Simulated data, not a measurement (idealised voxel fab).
process module | voxel transistor to metal
cross-section cut | 185 nm wide | cells 5 nm
A cross-section is a grid of square cells, given in bands from the top down. A band is one or more rows of cells.
Each band's line starts with the height of the band's top and of its bottom, in nm. Then come its materials from left to right, each with its width in nm. One material with "throughout" fills the band from edge to edge. "air" is empty space.
Height 0 is the level under which the wafer as received is all one material. The lowest band goes on downwards, as in "0 down".
A width such as "30 to 40" changes by the same amount from each row of cells to the next, from the band's top row to its bottom row.
"no change" after a step means that no cell of the cross-section changed.
closed voids: empty space of 8 cells or more with no open way to the top, each as width x height at its distance from the left edge, in nm
after a step's settings: what the simulator itself notes on the step
overlay nm, on a step with a mask: how far to the right of its planned place the mask lay; to the left if negative
plan
1 op RECEIVE | material Si
2 op CONFORMAL_DEP | material SiO2 | thk nm 5
3 op CONFORMAL_DEP | material SiN | thk nm 10
4 op PATTERN | tone cover | mask id ACTIVE | material resist | width nm 115 | thk nm 15 | overlay nm 0
5 op DIRECTIONAL_ETCH | etch materials SiN | depth nm 10
6 op DIRECTIONAL_ETCH | etch materials SiO2 | depth nm 5
7 op DIRECTIONAL_ETCH | etch materials Si | depth nm 20
8 op STRIP | etch materials resist
9 op FILL_DEP | material SiO2 | thk nm 15
10 op CMP | height nm 15
11 op SELECTIVE_ETCH | etch materials SiO2 | depth nm 10
12 op STRIP | etch materials SiN
13 op SELECTIVE_ETCH | etch materials SiO2 | depth nm 5
14 op OXIDIZE | depth nm 5
15 op DIRECTIONAL_DEP | material polySi | thk nm 30
16 op DIRECTIONAL_DEP | material SiCN | thk nm 15
17 op MASKED_ETCH | tone cover | mask id GATE | width nm 25 | etch materials SiCN | depth nm 25 | overlay nm 0
18 op MASKED_ETCH | tone cover | mask id GATE | width nm 25 | etch materials polySi | depth nm 40 | overlay nm 0
19 op CONFORMAL_DEP | material SiO2 | thk nm 5
20 op DIRECTIONAL_ETCH | etch materials SiO2 | depth nm 5
21 op CONFORMAL_DEP | material SiN | thk nm 10
22 op DIRECTIONAL_ETCH | etch materials SiN | depth nm 10
23 op DIRECTIONAL_ETCH | etch materials SiO2 | depth nm 5
24 op DIRECTIONAL_ETCH | etch materials Si | depth nm 15
25 op EPI | material pSi | thk nm 15
26 op FILL_DEP | material SiO2 | thk nm 5
27 op CMP | height nm 30
28 op STRIP | etch materials polySi
29 op SELECTIVE_ETCH | etch materials SiO2 | depth nm 5
30 op CONFORMAL_DEP | material HfO2 | thk nm 5
31 op CONFORMAL_DEP | material TiN | thk nm 5
32 op FILL_DEP | material W | thk nm 5
33 op CMP | height nm 25
34 op DIRECTIONAL_DEP | material SiO2 | thk nm 10
35 op MASKED_ETCH | tone open | mask id CONTACT | width nm 15 | pitch nm 80 | etch materials SiO2 | depth nm 40 | overlay nm 0
36 op CONFORMAL_DEP | material TiN | thk nm 5
37 op FILL_DEP | material Ru | thk nm 10
38 op CMP | height nm 35
39 op CONFORMAL_DEP | material SiCN | thk nm 5
40 op DIRECTIONAL_DEP | material SiO2 | thk nm 15
41 op PATTERN | tone open | mask id METAL_1 | material resist | width nm 15 | pitch nm 80 | thk nm 20 | overlay nm 0
42 op DIRECTIONAL_ETCH | etch materials SiO2 | depth nm 15
43 op DIRECTIONAL_ETCH | etch materials SiCN | depth nm 5
44 op STRIP | etch materials resist
45 op CONFORMAL_DEP | material TiN | thk nm 5
46 op FILL_DEP | material Cu | thk nm 5
47 op CMP | height nm 55
48 op CONFORMAL_DEP | material SiN | thk nm 5
as received, after step 1
  0 down: Si throughout
  closed voids: none
a wafer at the end: this start, this plan, one mistake
  60 to 55: SiN throughout
  55 to 40: SiO2 55 | TiN 5 | Cu 5 | TiN 5 | SiO2 65 | TiN 5 | Cu 5 | TiN 5 | SiO2 35
  40 to 35: SiCN 55 | TiN 15 | SiCN 65 | TiN 15 | SiCN 35
  35 to 25: SiO2 45 | TiN 5 | Ru 5 | TiN 5 | SiO2 65 | TiN 5 | Ru 5 | TiN 5 | SiO2 45
  25 to 15: SiO2 45 | TiN 5 | Ru 5 | TiN 5 | SiO2 5 | SiN 10 | HfO2 5 | TiN 5 | W 15 | TiN 5 | HfO2 5 | SiN 10 | SiO2 5 | TiN 5 | Ru 5 | TiN 5 | SiO2 45
  15 to 10: SiO2 45 | TiN 15 | SiO2 5 | SiN 10 | HfO2 5 | TiN 5 | W 15 | TiN 5 | HfO2 5 | SiN 10 | SiO2 5 | TiN 15 | SiO2 45
  10 to 5: SiO2 45 | TiN 5 | pSi 15 | SiN 10 | HfO2 5 | TiN 5 | W 15 | TiN 5 | HfO2 5 | SiN 10 | pSi 15 | TiN 5 | SiO2 45
  5 to 0: SiO2 45 | TiN 5 | pSi 15 | SiN 10 | HfO2 5 | TiN 25 | HfO2 5 | SiN 10 | pSi 15 | TiN 5 | SiO2 45
  0 to -5: SiO2 45 | TiN 5 | pSi 15 | SiO2 10 | HfO2 35 | SiO2 10 | pSi 15 | TiN 5 | SiO2 45
  -5 to -20: SiO2 35 | pSi 30 | Si 55 | pSi 30 | SiO2 35
  -20 down: Si throughout
  closed voids: none
what went wrong: step 41 ran as: op PATTERN | tone open | mask id METAL_1 | material resist | width nm 15 | pitch nm 80 | thk nm 20 | overlay nm 10
